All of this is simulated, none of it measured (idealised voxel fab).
process module | voxel transistor to metal
cross-section cut | 215 nm wide | cells 5 nm
A cross-section is a grid of square cells, given in bands from the top down. A band is one or more rows of cells.
Each band's line starts with the height of the band's top and of its bottom, in nm. Then come its materials from left to right, each with its width in nm. One material with "throughout" fills the band from edge to edge. "air" is empty space.
Height 0 is the level under which the wafer as received is all one material. The lowest band goes on downwards, as in "0 down".
A width such as "30 to 40" changes by the same amount from each row of cells to the next, from the band's top row to its bottom row.
"no change" after a step means that no cell of the cross-section changed.
closed voids: empty space of 8 cells or more with no open way to the top, each as width x height at its distance from the left edge, in nm
after a step's settings: what the simulator itself notes on the step
overlay nm, on a step with a mask: how far to the right of its planned place the mask lay; to the left if negative
plan
1 op RECEIVE | material Si
2 op CONFORMAL_DEP | material SiO2 | thk nm 5
3 op CONFORMAL_DEP | material SiN | thk nm 15
4 op MASKED_ETCH | tone cover | mask id ACTIVE | width nm 100 | etch materials SiN | depth nm 15 | overlay nm 0
5 op MASKED_ETCH | tone cover | mask id ACTIVE | width nm 100 | etch materials SiO2 | depth nm 5 | overlay nm 0
6 op MASKED_ETCH | tone cover | mask id ACTIVE | width nm 100 | etch materials Si | depth nm 20 | overlay nm 0
7 op OXIDIZE | depth nm 5
8 op FILL_DEP | material SiO2 | thk nm 10
9 op CMP | height nm 20
10 op SELECTIVE_ETCH | etch materials SiO2 | depth nm 10
11 op STRIP | etch materials SiN
12 op SELECTIVE_ETCH | etch materials SiO2 | depth nm 5
13 op OXIDIZE | depth nm 5
14 op DIRECTIONAL_DEP | material polySi | thk nm 30
15 op DIRECTIONAL_DEP | material SiCN | thk nm 15
16 op DIRECTIONAL_DEP | material aC | thk nm 10
17 op PATTERN | tone cover | mask id GATE | material resist | width nm 20 | thk nm 25 | overlay nm 0
18 op DIRECTIONAL_ETCH | etch materials aC | depth nm 10
19 op STRIP | etch materials resist
20 op DIRECTIONAL_ETCH | etch materials SiCN | depth nm 25
21 op DIRECTIONAL_ETCH | etch materials polySi | depth nm 40
22 op STRIP | etch materials aC
23 op CONFORMAL_DEP | material SiO2 | thk nm 5
24 op DIRECTIONAL_ETCH | etch materials SiO2 | depth nm 5
25 op CONFORMAL_DEP | material SiN | thk nm 10
26 op DIRECTIONAL_ETCH | etch materials SiN | depth nm 10
27 op DIRECTIONAL_ETCH | etch materials SiO2 | depth nm 5
28 op EPI | material SiGe | thk nm 5
29 op FILL_DEP | material SiO2 | thk nm 10
30 op CMP | height nm 45
31 op DIRECTIONAL_DEP | material SiO2 | thk nm 15
32 op DIRECTIONAL_DEP | material aC | thk nm 10
33 op PATTERN | tone open | mask id CONTACT | material resist | width nm 30 | pitch nm 60 | thk nm 30 | overlay nm 0
34 op DIRECTIONAL_ETCH | etch materials aC | depth nm 10
35 op STRIP | etch materials resist
36 op DIRECTIONAL_ETCH | etch materials SiO2 | depth nm 60
37 op STRIP | etch materials aC
38 op CONFORMAL_DEP | material TiN | thk nm 5
39 op FILL_DEP | material Ru | thk nm 5
40 op CMP | height nm 60
41 op DIRECTIONAL_DEP | material TiN | thk nm 5
42 op DIRECTIONAL_DEP | material Ru | thk nm 15
43 op MASKED_ETCH | tone cover | mask id METAL_1 | width nm 20 | pitch nm 70 | etch materials Ru | depth nm 15 | overlay nm 0
44 op MASKED_ETCH | tone cover | mask id METAL_1 | width nm 20 | pitch nm 70 | etch materials TiN | depth nm 5 | overlay nm 0
45 op CONFORMAL_DEP | material SiN | thk nm 5
46 op FILL_DEP | material lowk | thk nm 5
47 op CMP | height nm 80
48 op CONFORMAL_DEP | material SiCN | thk nm 5
49 op DIRECTIONAL_DEP | material SiO2 | thk nm 25
50 op MASKED_ETCH | tone open | mask id METAL_2 | width nm 20 | pitch nm 70 | etch materials SiO2 | depth nm 15 | overlay nm 0
51 op MASKED_ETCH | tone open | mask id METAL_2_HOLES | width nm 15 | pitch nm 70 | etch materials SiO2 | depth nm 10 | overlay nm 0
52 op MASKED_ETCH | tone open | mask id METAL_2_HOLES | width nm 15 | pitch nm 70 | etch materials SiCN | depth nm 5 | overlay nm 0
53 op CONFORMAL_DEP | material TiN | thk nm 5
54 op FILL_DEP | material Cu | thk nm 5
55 op CMP | height nm 110
56 op CONFORMAL_DEP | material SiCN | thk nm 5
first wafer, as planned
as received, after step 1
  0 down: Si throughout
  closed voids: none
after step 2
  5 to 0: SiO2 throughout
  below 0: unchanged
after step 3
  20 to 5: SiN throughout
  below 5: unchanged
after step 4
  20 to 5: air 55 | SiN 100 | air 60
  below 5: unchanged
after step 5
  20 to 5: air 55 | SiN 100 | air 60
  5 to 0: air 55 | SiO2 100 | air 60
  below 0: unchanged
after step 6
  20 to 5: air 55 | SiN 100 | air 60
  5 to 0: air 55 | SiO2 100 | air 60
  0 to -20: air 55 | Si 100 | air 60
  below -20: unchanged
after step 7
  20 to 5: air 55 | SiN 100 | air 60
  5 to 0: air 55 | SiO2 100 | air 60
  0 to -20: air 55 | SiO2 5 | Si 90 | SiO2 5 | air 60
  -20 to -25: SiO2 60 | Si 90 | SiO2 65
  below -25: unchanged
after step 8
  30 to 20: SiO2 throughout
  20 to 5: SiO2 55 | SiN 100 | SiO2 60
  5 to 0: SiO2 throughout
  0 to -25: SiO2 60 | Si 90 | SiO2 65
  below -25: unchanged
after step 9
  20 to 5: SiO2 55 | SiN 100 | SiO2 60
  below 5: unchanged
after step 10
  20 to 10: air 55 | SiN 100 | air 60
  below 10: unchanged
after step 11
  10 to 5: SiO2 55 | air 100 | SiO2 60
  below 5: unchanged
after step 12
  5 to 0: SiO2 50 | air 110 | SiO2 55
  below 0: unchanged
after step 13
  5 to 0: SiO2 50 | air 110 | SiO2 55
  0 to -5: SiO2 throughout
  below -5: unchanged
after step 14
  35 to 30: polySi 50 | air 110 | polySi 55
  30 to 5: polySi throughout
  5 to 0: SiO2 50 | polySi 110 | SiO2 55
  below 0: unchanged
after step 15
  50 to 45: SiCN 50 | air 110 | SiCN 55
  45 to 35: SiCN throughout
  35 to 30: polySi 50 | SiCN 110 | polySi 55
  below 30: unchanged
after step 16
  60 to 55: aC 50 | air 110 | aC 55
  55 to 50: aC throughout
  50 to 45: SiCN 50 | aC 110 | SiCN 55
  below 45: unchanged
after step 17
  85 to 60: air 95 | resist 20 | air 100
  60 to 55: aC 50 | air 45 | resist 20 | air 45 | aC 55
  below 55: unchanged
after step 18
  75 to 55: air 95 | resist 20 | air 100
  55 to 50: air 95 | aC 20 | air 100
  50 to 45: SiCN 50 | air 45 | aC 20 | air 45 | SiCN 55
  below 45: unchanged
after step 19
  55 to 50: air 95 | aC 20 | air 100
  below 50: unchanged
after step 20
  55 to 45: air 95 | aC 20 | air 100
  45 to 35: air 95 | SiCN 20 | air 100
  35 to 30: polySi 50 | air 45 | SiCN 20 | air 45 | polySi 55
  below 30: unchanged
after step 21
  55 to 45: air 95 | aC 20 | air 100
  45 to 30: air 95 | SiCN 20 | air 100
  30 to 5: air 95 | polySi 20 | air 100
  5 to 0: SiO2 50 | air 45 | polySi 20 | air 45 | SiO2 55
  below 0: unchanged
after step 22
  45 to 30: air 95 | SiCN 20 | air 100
  below 30: unchanged
after step 23
  50 to 45: air 90 | SiO2 30 | air 95
  45 to 30: air 90 | SiO2 5 | SiCN 20 | SiO2 5 | air 95
  30 to 10: air 90 | SiO2 5 | polySi 20 | SiO2 5 | air 95
  10 to 5: SiO2 55 | air 35 | SiO2 5 | polySi 20 | SiO2 5 | air 35 | SiO2 60
  5 to 0: SiO2 95 | polySi 20 | SiO2 100
  below 0: unchanged
after step 24
  45 to 30: air 90 | SiO2 5 | SiCN 20 | SiO2 5 | air 95
  30 to 5: air 90 | SiO2 5 | polySi 20 | SiO2 5 | air 95
  5 to 0: SiO2 55 | air 35 | SiO2 5 | polySi 20 | SiO2 5 | air 35 | SiO2 60
  below 0: unchanged
after step 25
  55 to 45: air 80 | SiN 50 | air 85
  45 to 30: air 80 | SiN 10 | SiO2 5 | SiCN 20 | SiO2 5 | SiN 10 | air 85
  30 to 15: air 80 | SiN 10 | SiO2 5 | polySi 20 | SiO2 5 | SiN 10 | air 85
  15 to 10: SiN 65 | air 15 | SiN 10 | SiO2 5 | polySi 20 | SiO2 5 | SiN 10 | air 15 | SiN 70
  10 to 5: SiN 90 | SiO2 5 | polySi 20 | SiO2 5 | SiN 95
  5 to 0: SiO2 55 | SiN 35 | SiO2 5 | polySi 20 | SiO2 5 | SiN 35 | SiO2 60
  below 0: unchanged
after step 26
  45 to 30: air 80 | SiN 10 | SiO2 5 | SiCN 20 | SiO2 5 | SiN 10 | air 85
  30 to 5: air 80 | SiN 10 | SiO2 5 | polySi 20 | SiO2 5 | SiN 10 | air 85
  5 to 0: SiO2 55 | SiN 10 | air 15 | SiN 10 | SiO2 5 | polySi 20 | SiO2 5 | SiN 10 | air 15 | SiN 10 | SiO2 60
  below 0: unchanged
after step 27
  45 to 40: air 80 | SiN 10 | air 5 | SiCN 20 | air 5 | SiN 10 | air 85
  40 to 30: air 80 | SiN 10 | SiO2 5 | SiCN 20 | SiO2 5 | SiN 10 | air 85
  30 to 5: air 80 | SiN 10 | SiO2 5 | polySi 20 | SiO2 5 | SiN 10 | air 85
  5 to 0: air 55 | SiN 10 | air 15 | SiN 10 | SiO2 5 | polySi 20 | SiO2 5 | SiN 10 | air 15 | SiN 10 | air 60
  0 to -5: SiO2 65 | air 15 | SiO2 50 | air 15 | SiO2 70
  below -5: unchanged
after step 28
  45 to 40: air 80 | SiN 10 | air 5 | SiCN 20 | air 5 | SiN 10 | air 85
  40 to 30: air 80 | SiN 10 | SiO2 5 | SiCN 20 | SiO2 5 | SiN 10 | air 85
  30 to 5: air 80 | SiN 10 | SiO2 5 | polySi 20 | SiO2 5 | SiN 10 | air 85
  5 to 0: air 55 | SiN 10 | air 15 | SiN 10 | SiO2 5 | polySi 20 | SiO2 5 | SiN 10 | air 15 | SiN 10 | air 60
  0 to -5: SiO2 65 | SiGe 15 | SiO2 50 | SiGe 15 | SiO2 70
  below -5: unchanged
after step 29
  55 to 45: SiO2 throughout
  45 to 30: SiO2 80 | SiN 10 | SiO2 5 | SiCN 20 | SiO2 5 | SiN 10 | SiO2 85
  30 to 5: SiO2 80 | SiN 10 | SiO2 5 | polySi 20 | SiO2 5 | SiN 10 | SiO2 85
  5 to 0: SiO2 55 | SiN 10 | SiO2 15 | SiN 10 | SiO2 5 | polySi 20 | SiO2 5 | SiN 10 | SiO2 15 | SiN 10 | SiO2 60
  below 0: unchanged
after step 30
  45 to 30: SiO2 80 | SiN 10 | SiO2 5 | SiCN 20 | SiO2 5 | SiN 10 | SiO2 85
  below 30: unchanged
after step 31
  60 to 45: SiO2 throughout
  below 45: unchanged
after step 32
  70 to 60: aC throughout
  below 60: unchanged
after step 33
  100 to 70: resist 60 | air 30 | resist 30 | air 30 | resist 65
  below 70: unchanged
after step 34
  90 to 70: resist 60 | air 30 | resist 30 | air 30 | resist 65
  70 to 60: aC 60 | air 30 | aC 30 | air 30 | aC 65
  below 60: unchanged
after step 35
  70 to 60: aC 60 | air 30 | aC 30 | air 30 | aC 65
  below 60: unchanged
after step 36
  70 to 60: aC 60 | air 30 | aC 30 | air 30 | aC 65
  60 to 45: SiO2 60 | air 30 | SiO2 30 | air 30 | SiO2 65
  45 to 30: SiO2 60 | air 20 | SiN 10 | SiO2 5 | SiCN 20 | SiO2 5 | SiN 10 | air 20 | SiO2 65
  30 to 5: SiO2 60 | air 20 | SiN 10 | SiO2 5 | polySi 20 | SiO2 5 | SiN 10 | air 20 | SiO2 65
  5 to 0: SiO2 55 | SiN 10 | air 15 | SiN 10 | SiO2 5 | polySi 20 | SiO2 5 | SiN 10 | air 15 | SiN 10 | SiO2 60
  below 0: unchanged
after step 37
  60 to 45: SiO2 60 | air 30 | SiO2 30 | air 30 | SiO2 65
  below 45: unchanged
after step 38
  65 to 60: TiN 65 | air 20 | TiN 40 | air 20 | TiN 70
  60 to 50: SiO2 60 | TiN 5 | air 20 | TiN 5 | SiO2 30 | TiN 5 | air 20 | TiN 5 | SiO2 65
  50 to 45: SiO2 60 | TiN 5 | air 10 | TiN 15 | SiO2 30 | TiN 15 | air 10 | TiN 5 | SiO2 65
  45 to 30: SiO2 60 | TiN 5 | air 10 | TiN 5 | SiN 10 | SiO2 5 | SiCN 20 | SiO2 5 | SiN 10 | TiN 5 | air 10 | TiN 5 | SiO2 65
  30 to 10: SiO2 60 | TiN 5 | air 10 | TiN 5 | SiN 10 | SiO2 5 | polySi 20 | SiO2 5 | SiN 10 | TiN 5 | air 10 | TiN 5 | SiO2 65
  10 to 5: SiO2 60 | TiN 10 | air 5 | TiN 5 | SiN 10 | SiO2 5 | polySi 20 | SiO2 5 | SiN 10 | TiN 5 | air 5 | TiN 10 | SiO2 65
  5 to 0: SiO2 55 | SiN 10 | TiN 15 | SiN 10 | SiO2 5 | polySi 20 | SiO2 5 | SiN 10 | TiN 15 | SiN 10 | SiO2 60
  below 0: unchanged
after step 39
  70 to 65: Ru throughout
  65 to 60: TiN 65 | Ru 20 | TiN 40 | Ru 20 | TiN 70
  60 to 50: SiO2 60 | TiN 5 | Ru 20 | TiN 5 | SiO2 30 | TiN 5 | Ru 20 | TiN 5 | SiO2 65
  50 to 45: SiO2 60 | TiN 5 | Ru 10 | TiN 15 | SiO2 30 | TiN 15 | Ru 10 | TiN 5 | SiO2 65
  45 to 30: SiO2 60 | TiN 5 | Ru 10 | TiN 5 | SiN 10 | SiO2 5 | SiCN 20 | SiO2 5 | SiN 10 | TiN 5 | Ru 10 | TiN 5 | SiO2 65
  30 to 10: SiO2 60 | TiN 5 | Ru 10 | TiN 5 | SiN 10 | SiO2 5 | polySi 20 | SiO2 5 | SiN 10 | TiN 5 | Ru 10 | TiN 5 | SiO2 65
  10 to 5: SiO2 60 | TiN 10 | Ru 5 | TiN 5 | SiN 10 | SiO2 5 | polySi 20 | SiO2 5 | SiN 10 | TiN 5 | Ru 5 | TiN 10 | SiO2 65
  below 5: unchanged
after step 40
  60 to 50: SiO2 60 | TiN 5 | Ru 20 | TiN 5 | SiO2 30 | TiN 5 | Ru 20 | TiN 5 | SiO2 65
  below 50: unchanged
after step 41
  65 to 60: TiN throughout
  below 60: unchanged
after step 42
  80 to 65: Ru throughout
  below 65: unchanged
after step 43
  80 to 65: air 60 | Ru 20 | air 50 | Ru 20 | air 65
  below 65: unchanged
after step 44
  80 to 65: air 60 | Ru 20 | air 50 | Ru 20 | air 65
  65 to 60: air 60 | TiN 20 | air 50 | TiN 20 | air 65
  below 60: unchanged
after step 45
  85 to 80: air 55 | SiN 30 | air 40 | SiN 30 | air 60
  80 to 65: air 55 | SiN 5 | Ru 20 | SiN 5 | air 40 | SiN 5 | Ru 20 | SiN 5 | air 60
  65 to 60: SiN 60 | TiN 20 | SiN 50 | TiN 20 | SiN 65
  below 60: unchanged
after step 46
  90 to 85: lowk throughout
  85 to 80: lowk 55 | SiN 30 | lowk 40 | SiN 30 | lowk 60
  80 to 65: lowk 55 | SiN 5 | Ru 20 | SiN 5 | lowk 40 | SiN 5 | Ru 20 | SiN 5 | lowk 60
  below 65: unchanged
after step 47
  80 to 65: lowk 55 | SiN 5 | Ru 20 | SiN 5 | lowk 40 | SiN 5 | Ru 20 | SiN 5 | lowk 60
  below 65: unchanged
after step 48
  85 to 80: SiCN throughout
  below 80: unchanged
after step 49
  110 to 85: SiO2 throughout
  below 85: unchanged
after step 50
  110 to 95: SiO2 60 | air 20 | SiO2 50 | air 20 | SiO2 65
  below 95: unchanged
after step 51
  110 to 95: SiO2 60 | air 20 | SiO2 50 | air 20 | SiO2 65
  95 to 85: SiO2 60 | air 15 | SiO2 55 | air 15 | SiO2 70
  below 85: unchanged
after step 52
  110 to 95: SiO2 60 | air 20 | SiO2 50 | air 20 | SiO2 65
  95 to 85: SiO2 60 | air 15 | SiO2 55 | air 15 | SiO2 70
  85 to 80: SiCN 60 | air 15 | SiCN 55 | air 15 | SiCN 70
  below 80: unchanged
after step 53
  115 to 110: TiN 65 | air 10 | TiN 60 | air 10 | TiN 70
  110 to 100: SiO2 60 | TiN 5 | air 10 | TiN 5 | SiO2 50 | TiN 5 | air 10 | TiN 5 | SiO2 65
  100 to 95: SiO2 60 | TiN 5 | air 5 | TiN 10 | SiO2 50 | TiN 5 | air 5 | TiN 10 | SiO2 65
  95 to 85: SiO2 60 | TiN 5 | air 5 | TiN 5 | SiO2 55 | TiN 5 | air 5 | TiN 5 | SiO2 70
  85 to 80: SiCN 60 | TiN 15 | SiCN 55 | TiN 15 | SiCN 70
  below 80: unchanged
after step 54
  120 to 115: Cu throughout
  115 to 110: TiN 65 | Cu 10 | TiN 60 | Cu 10 | TiN 70
  110 to 100: SiO2 60 | TiN 5 | Cu 10 | TiN 5 | SiO2 50 | TiN 5 | Cu 10 | TiN 5 | SiO2 65
  100 to 95: SiO2 60 | TiN 5 | Cu 5 | TiN 10 | SiO2 50 | TiN 5 | Cu 5 | TiN 10 | SiO2 65
  95 to 85: SiO2 60 | TiN 5 | Cu 5 | TiN 5 | SiO2 55 | TiN 5 | Cu 5 | TiN 5 | SiO2 70
  below 85: unchanged
after step 55
  110 to 100: SiO2 60 | TiN 5 | Cu 10 | TiN 5 | SiO2 50 | TiN 5 | Cu 10 | TiN 5 | SiO2 65
  below 100: unchanged
after step 56
  115 to 110: SiCN throughout
  below 110: unchanged
second wafer: like start, like plan, one mistake. Through step 44 it matches the first wafer
when step 45 should have ended
  85 to 80: air 55 | aC 30 | air 40 | aC 30 | air 60
  80 to 65: air 55 | aC 5 | Ru 20 | aC 5 | air 40 | aC 5 | Ru 20 | aC 5 | air 60
  65 to 60: aC 60 | TiN 20 | aC 50 | TiN 20 | aC 65
  below 60: unchanged
when step 46 should have ended
  90 to 85: lowk throughout
  85 to 80: lowk 55 | aC 30 | lowk 40 | aC 30 | lowk 60
  80 to 65: lowk 55 | aC 5 | Ru 20 | aC 5 | lowk 40 | aC 5 | Ru 20 | aC 5 | lowk 60
  below 65: unchanged
when step 47 should have ended
  80 to 65: lowk 55 | aC 5 | Ru 20 | aC 5 | lowk 40 | aC 5 | Ru 20 | aC 5 | lowk 60
  below 65: unchanged
when step 48 should have ended
  85 to 80: SiCN throughout
  below 80: unchanged
when step 49 should have ended
  110 to 85: SiO2 throughout
  below 85: unchanged
when step 50 should have ended
  110 to 95: SiO2 60 | air 20 | SiO2 50 | air 20 | SiO2 65
  below 95: unchanged
when step 51 should have ended
  110 to 95: SiO2 60 | air 20 | SiO2 50 | air 20 | SiO2 65
  95 to 85: SiO2 60 | air 15 | SiO2 55 | air 15 | SiO2 70
  below 85: unchanged
when step 52 should have ended
  110 to 95: SiO2 60 | air 20 | SiO2 50 | air 20 | SiO2 65
  95 to 85: SiO2 60 | air 15 | SiO2 55 | air 15 | SiO2 70
  85 to 80: SiCN 60 | air 15 | SiCN 55 | air 15 | SiCN 70
  below 80: unchanged
when step 53 should have ended
  115 to 110: TiN 65 | air 10 | TiN 60 | air 10 | TiN 70
  110 to 100: SiO2 60 | TiN 5 | air 10 | TiN 5 | SiO2 50 | TiN 5 | air 10 | TiN 5 | SiO2 65
  100 to 95: SiO2 60 | TiN 5 | air 5 | TiN 10 | SiO2 50 | TiN 5 | air 5 | TiN 10 | SiO2 65
  95 to 85: SiO2 60 | TiN 5 | air 5 | TiN 5 | SiO2 55 | TiN 5 | air 5 | TiN 5 | SiO2 70
  85 to 80: SiCN 60 | TiN 15 | SiCN 55 | TiN 15 | SiCN 70
  below 80: unchanged
when step 54 should have ended
  120 to 115: Cu throughout
  115 to 110: TiN 65 | Cu 10 | TiN 60 | Cu 10 | TiN 70
  110 to 100: SiO2 60 | TiN 5 | Cu 10 | TiN 5 | SiO2 50 | TiN 5 | Cu 10 | TiN 5 | SiO2 65
  100 to 95: SiO2 60 | TiN 5 | Cu 5 | TiN 10 | SiO2 50 | TiN 5 | Cu 5 | TiN 10 | SiO2 65
  95 to 85: SiO2 60 | TiN 5 | Cu 5 | TiN 5 | SiO2 55 | TiN 5 | Cu 5 | TiN 5 | SiO2 70
  below 85: unchanged
when step 55 should have ended
  110 to 100: SiO2 60 | TiN 5 | Cu 10 | TiN 5 | SiO2 50 | TiN 5 | Cu 10 | TiN 5 | SiO2 65
  below 100: unchanged
when step 56 should have ended
  115 to 110: SiCN throughout
  below 110: unchanged
what went wrong: step 45 ran as: op CONFORMAL_DEP | material aC | thk nm 5
at the end the second wafer has, in cells: 47 fewer of SiN | 47 more of aC
